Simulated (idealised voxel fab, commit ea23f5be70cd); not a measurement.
Process module heading - voxel ribs on slabs
Each square cell in cross-section cut measures 5 nm, and the section as a whole is 170 nm wide.
Reading order for cross-sections: top band down to bottom band. Underlying form: a grid of square cells. Band size: one or more rows of cells.
In this notation a band is specified by the heights of its top and bottom, in that order and in nm, after which its materials appear from left to right, each paired with its width in nm. The word "all across" attached to a single material means that material fills the band from edge to edge; the word "air" stands for empty space.
All heights in this document are referenced to 0, defined as the level beneath which the wafer, as received, consists entirely of one material. The lowest band is not bounded below; it extends indefinitely downward and is written in the form "0 -> down".
With a width like "30->40", each row of cells in the band differs from the next by the same amount, the top row carrying the first number and the bottom row the second.
What does "no modifications" mean for a step? It means no cell of the cross-section changed in that step.
Closed empty spaces (no open way to the top) of 8 cells or more are what "Unvented internal voids" lists, each as width x height at distance from the left edge, nm for all three.
Whatever follows a step's settings on its line is a remark the simulator itself makes about that step.
The optional step-line setting "overlay nm" applies to steps with a mask and quantifies how far to the right of its planned location the mask lay, a negative value indicating leftward placement.
SO HERE'S THE LINEUP OF PROCESS STEPS WE PLANNED
1) RECEIVE,material Si
2) DIRECTIONAL_DEP,material SiO2,thk nm 30
3) DIRECTIONAL_DEP,material SiN,thk nm 15
4) PATTERN,tone cover,mask id RIB,material resist,width nm 30,thk nm 20,overlay nm 0
5) DIRECTIONAL_ETCH,etch materials SiN,depth nm 10
6) STRIP,etch materials resist
7) DIRECTIONAL_DEP,material aC,thk nm 10
8) PATTERN,tone cover,mask id SLAB,material resist,width nm 60,thk nm 25,overlay nm 0
9) DIRECTIONAL_ETCH,etch materials aC,depth nm 10
10) STRIP,etch materials resist
11) DIRECTIONAL_ETCH,etch materials SiN,depth nm 5
12) STRIP,etch materials aC
13) FILL_DEP,material SiO2,thk nm 30
14) CMP,height nm 65
15) DIRECTIONAL_DEP,material W,thk nm 5
16) PATTERN,tone cover,mask id HEATER,material resist,width nm 40,thk nm 20,overlay nm 0
17) DIRECTIONAL_ETCH,etch materials W,depth nm 5
18) STRIP,etch materials resist
19) CONFORMAL_DEP,material SiN,thk nm 10
INCOMING WAFER IN CROSS-SECTION (STATE: AFTER STEP 1)
  0 -> down  Si all across
  Unvented internal voids: none
THE FIRST OF TWO WAFERS, CROSS-SECTIONED AT THE END OF THE MODULE, WITH THE RUN PROCEEDING AS PLANNED
  80 -> 75  55 air / 60 SiN / 55 air
  75 -> 70  SiN all across
  70 -> 65  65 SiN / 40 W / 65 SiN
  65 -> 45  SiO2 all across
  45 -> 35  70 SiO2 / 30 SiN / 70 SiO2
  35 -> 30  55 SiO2 / 60 SiN / 55 SiO2
  30 -> 0  SiO2 all across
  0 -> down  Si all across
  Unvented internal voids: none
MODULE END: CROSS-SECTION OF WAFER TWO OF TWO. SAME START AND PROCESS PLAN AS THE FIRST WAFER. ONE MISTAKE DURING EXECUTION
  80 -> 75  55 air / 60 SiN / 55 air
  75 -> 70  SiN all across
  70 -> 65  65 SiN / 40 W / 65 SiN
  65 -> 45  SiO2 all across
  45 -> 35  70 SiO2 / 30 SiN / 70 SiO2
  35 -> 30  55 SiO2 / 60 SiN / 55 SiO2
  30 -> 0  SiN all across
  0 -> down  Si all across
  Unvented internal voids: none
So what did we get wrong on this run? step 2 was processed under conditions differing from the plan, specifically as DIRECTIONAL_DEP,material SiN,thk nm 30
Counted in cells at the end, the second wafer holds more or fewer of these materials than the first: SiN: 204 more | SiO2: 204 fewer
